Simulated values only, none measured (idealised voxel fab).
Process module under the name voxel trench capacitor
280 nm wide, 5 nm square cells: that's cross-section cut.
A cross-section in this document is a grid of square cells, and it is written down as bands, the top band listed before the ones below it; a band is made up of one or more rows of cells.
Each band's line starts with the height of the band's top and of its bottom, in nm. Then come its materials from left to right, each with its width in nm. One material with "everywhere" fills the band from edge to edge. "blank" is empty space.
Heights are reckoned from 0. Under this level, the received wafer is all of one material. The bottommost band is open-ended downward, for example "z 0 and below".
Width "30 to 40": first value at the band's top row of cells, second value at its bottom row, equal change from row to row.
Step marked "everything unchanged"? Then no cell in the cross-section changed in it.
Voids not open to the top, 8 cells minimum: see "Unvented cavities". Written width x height at distance; distance is from the left edge; nm.
Post-settings text on a step line: simulator's own remark regarding the step.
"overlay nm" denotes, for a step that has a mask, the displacement of the mask to the right of its planned place, with negative values corresponding to the left.
Process steps (planned):
1. RECEIVE: material Si
2. CONFORMAL_DEP: material SiN, thk nm 10
3. MASKED_ETCH: tone open, mask id TRENCH, width nm 25, pitch nm 55, etch materials SiN, depth nm 10, overlay nm 0
4. MASKED_ETCH: tone open, mask id TRENCH, width nm 25, pitch nm 55, etch materials Si, depth nm 30, overlay nm 0
5. CONFORMAL_DEP: material SiO2, thk nm 5
6. FILL_DEP: material polySi, thk nm 5
7. CMP: height nm 10
Wafer cross-section on receipt, i.e. after step 1:
* z 0 and below | Si everywhere
* Unvented cavities: none
Wafer cross-section at module end: first of two, run to plan:
* z 10 to 0 | 45 of SiN, then 5 of SiO2, then 15 of polySi, then 5 of SiO2, then 30 of SiN, then 5 of SiO2, then 15 of polySi, then 5 of SiO2, then 30 of SiN, then 5 of SiO2, then 15 of polySi, then 5 of SiO2, then 30 of SiN, then 5 of SiO2, then 15 of polySi, then 5 of SiO2, then 45 of SiN
* z 0 to -25 | 45 of Si, then 5 of SiO2, then 15 of polySi, then 5 of SiO2, then 30 of Si, then 5 of SiO2, then 15 of polySi, then 5 of SiO2, then 30 of Si, then 5 of SiO2, then 15 of polySi, then 5 of SiO2, then 30 of Si, then 5 of SiO2, then 15 of polySi, then 5 of SiO2, then 45 of Si
* z -25 to -30 | 45 of Si, then 25 of SiO2, then 30 of Si, then 25 of SiO2, then 30 of Si, then 25 of SiO2, then 30 of Si, then 25 of SiO2, then 45 of Si
* z -30 and below | Si everywhere
* Unvented cavities: none
second wafer at the end: like start, like plan, one mistake:
* z 10 to 0 | 45 of SiN, then 5 of SiO2, then 15 of polySi, then 5 of SiO2, then 30 of SiN, then 5 of SiO2, then 15 of polySi, then 5 of SiO2, then 30 of SiN, then 5 of SiO2, then 15 of polySi, then 5 of SiO2, then 30 of SiN, then 5 of SiO2, then 15 of polySi, then 5 of SiO2, then 45 of SiN
* z 0 to -55 | 45 of Si, then 5 of SiO2, then 15 of polySi, then 5 of SiO2, then 30 of Si, then 5 of SiO2, then 15 of polySi, then 5 of SiO2, then 30 of Si, then 5 of SiO2, then 15 of polySi, then 5 of SiO2, then 30 of Si, then 5 of SiO2, then 15 of polySi, then 5 of SiO2, then 45 of Si
* z -55 to -60 | 45 of Si, then 25 of SiO2, then 30 of Si, then 25 of SiO2, then 30 of Si, then 25 of SiO2, then 30 of Si, then 25 of SiO2, then 45 of Si
* z -60 and below | Si everywhere
* Unvented cavities: none
Deviation from plan: yeah, plan step 4 got run twice
Final wafer comparison in cells, second versus first, more or fewer per material: 120 fewer of Si | 48 more of SiO2 | 72 more of polySi
